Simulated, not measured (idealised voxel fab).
Process module heading - voxel plated lines
Cross-sectional view cut (width: 225 nm; square cell size: 5 nm).
A cross-section in this document is a grid of square cells, and it is written down as bands, the top band listed before the ones below it; a band is made up of one or more rows of cells.
This entry defines a band. It first specifies the height of the band's top and the height of its bottom in nm, and then specifies the band's materials from left to right, stating each material with its width in nm. The word "all across" identifies a single material that fills the band from edge to edge, while the word "air" identifies empty space.
The reference from which all heights are counted is 0, the level beneath which the as-received wafer is entirely one material; the lowest band, having no lower bound, proceeds downward and is written after the example "0 nm and below".
The width entry "30 to 40" should be interpreted row by row: the top row of cells in the band takes the first number, the bottom row takes the second number, and the change between adjacent rows is uniform throughout.
Where a step carries "same as before", the cross-section came out of it unchanged, cell for cell.
Enclosed voids (no open way to top), threshold 8 cells or more, entry "Entrapped void list", notation width x height at distance, distance from left edge, nm.
It should be noted that, on the line of a given step, the content following the step's settings is a remark produced by the simulator itself with respect to that step.
overlay nm: mask offset rightward from planned place, masked step; negative means leftward offset.

[Planned step list for the process]
1: RECEIVE: material Si
2: CONFORMAL_DEP: material Al2O3, thk nm 10
3: DIRECTIONAL_DEP: material TiN, thk nm 5
4: PATTERN: tone open, mask id LINES, material resist, width nm 15, pitch nm 35, thk nm 40, overlay nm 0
5: EPI: material Ru, thk nm 10
6: EPI: material Ru, thk nm 5
7: EPI: material Ru, thk nm 10
8: STRIP: etch materials resist
9: DIRECTIONAL_ETCH: etch materials TiN, depth nm 5
10: CONFORMAL_DEP: material SiN, thk nm 5

[Cross-section, incoming material, after step 1]
* 0 nm and below | Si all across
* Entrapped void list: none

[Wafer cross-section at end of module: start and plan as shown above, one execution error]
* 20 nm to 15 nm | SiN all across
* 15 nm to 0 nm | Al2O3 all across
* 0 nm and below | Si all across
* Entrapped void list: none
Error vs. plan: step 3 ran as: DIRECTIONAL_DEP: material Al2O3, thk nm 5
